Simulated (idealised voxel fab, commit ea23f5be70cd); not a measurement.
Presented below is a process module, voxel released beams.
FYI the section here is cut, 295 nm wide, cells are 5 nm squares.
Notation: cross-section as square-cell grid; stated in bands, top first, going down; one or more cell rows per band.
Band: top height; bottom height; in nm. Then, left to right: material with width in nm, for each material. "edge to edge": a single material spanning edge to edge. "empty": empty space.
Heights are measured from 0, the level below which the as-received wafer is all one material; the lowest band has no bottom and continues downward, written as in "0 down".
The width entry "30 to 40" should be interpreted row by row: the top row of cells in the band takes the first number, the bottom row takes the second number, and the change between adjacent rows is uniform throughout.
The cross-section has no changed cell in any step marked "no alterations made".
"Enclosed cavity list": sealed empty spaces, 8 cells or more, no open way to top, listed width x height at distance, with distance from the left edge and width, height and distance in nm.
Whatever follows a step's settings on its line is a remark the simulator itself makes about that step.
overlay nm: where the mask lay relative to plan, measured to the right, on steps with a mask; negatives go left.

The following list gives the planned process steps:
- 1: RECEIVE,material Si
- 2: CONFORMAL_DEP,material Al2O3,thk nm 5
- 3: DIRECTIONAL_DEP,material SiO2,thk nm 20
- 4: MASKED_ETCH,tone open,mask id ANCHOR,width nm 35,etch materials SiO2,depth nm 20,overlay nm 0
- 5: CONFORMAL_DEP,material SiN,thk nm 10
- 6: DIRECTIONAL_DEP,material aC,thk nm 15
- 7: PATTERN,tone cover,mask id BEAM,material resist,width nm 110,thk nm 30,overlay nm -15
- 8: DIRECTIONAL_ETCH,etch materials aC,depth nm 15
- 9: STRIP,etch materials resist
- 10: DIRECTIONAL_ETCH,etch materials SiN,depth nm 10
- 11: STRIP,etch materials aC
- 12: STRIP,etch materials SiO2
Variable across wafers: step 7 overlay nm (plan value is that of the first wafer; starting state common to all).

First wafer of several, as received: cross-section after step 1:
- 0 down = Si edge to edge
- Enclosed cavity list: none

Wafer rows; end of module; cells per material since receipt: (+) gained, (-) lost; then closed voids:
overlay nm -15 | +59 Al2O3 | +60 SiN | Enclosed cavity list: none
overlay nm -10 | +59 Al2O3 | +60 SiN | Enclosed cavity list: none
overlay nm -5 | +59 Al2O3 | +60 SiN | Enclosed cavity list: none
overlay nm 0 | +59 Al2O3 | +60 SiN | Enclosed cavity list: none
overlay nm 5 | +59 Al2O3 | +60 SiN | Enclosed cavity list: none
overlay nm 10 | +59 Al2O3 | +60 SiN | Enclosed cavity list: none
overlay nm 15 | +59 Al2O3 | +60 SiN | Enclosed cavity list: none
